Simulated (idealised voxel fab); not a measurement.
Process module name: voxel local oxidation
FYI the section here is cut, 270 nm wide, cells are 5 nm squares.
Cross-section, as written here: a square-cell grid given band by band from the top down, where a band holds one or more rows of cells. This entry defines a band. It first specifies the height of the band's top and the height of its bottom in nm, and then specifies the band's materials from left to right, stating each material with its width in nm. The word "throughout" identifies a single material that fills the band from edge to edge, while the word "empty" identifies empty space. Ref level 0: as-received wafer is one material below here. Bottom band extends down with no lower bound ("0 down"). Think of "30 to 40" as a width that walks from the first number to the second as you go down the band, top row to bottom row, taking equal-sized steps from row to row. What does "changes: none" mean for a step? It means no cell of the cross-section changed in that step. Each empty space that has no open way to the top and spans at least 8 cells appears under "Encapsulated voids" as width x height at distance, the distance counted from the left edge, all in nm. Text after the settings on a step's line: the simulator's own remark on that step. The setting "overlay nm" may be written on the line of a step. When the step uses a mask, the value reports how far to the right of the planned place the mask lay, and a negative value reports that it lay to the left.

Process steps foreseen in the plan:
step 1: RECEIVE [material Si]
step 2: CONFORMAL_DEP [material SiO2] [thk nm 5]
step 3: CONFORMAL_DEP [material SiN] [thk nm 10]
step 4: PATTERN [tone cover] [mask id ACTIVE] [material resist] [width nm 110] [thk nm 20] [overlay nm 0]
step 5: DIRECTIONAL_ETCH [etch materials SiN] [depth nm 10]
step 6: STRIP [etch materials resist]
step 7: SELECTIVE_ETCH [etch materials SiO2] [depth nm 5]
step 8: OXIDIZE [depth nm 10]
step 9: STRIP [etch materials SiN]

As-received wafer cross-section (after step 1):
- 0 down: Si throughout
- Encapsulated voids: none

First wafer of two, sectioned at end of module; run went per plan:
- 5 to 0: empty=85, SiO2=100, empty=85
- 0 to -10: SiO2=95, Si=80, SiO2=95
- -10 down: Si throughout
- Encapsulated voids: none

End of module, second wafer, cross-section. Started like the first, planned like the first, run with one mistake:
- 5 to 0: empty=85, SiO2=105, empty=80
- 0 to -10: SiO2=95, Si=85, SiO2=90
- -10 down: Si throughout
- Encapsulated voids: none
Plan not followed: step 4 ran differently from the plan; actual operation with settings: PATTERN [tone cover] [mask id ACTIVE] [material resist] [width nm 115] [thk nm 20] [overlay nm 0]
End check, counted in cells, second wafer has more or fewer of these materials than the first: 2 more of Si, 1 fewer of SiO2
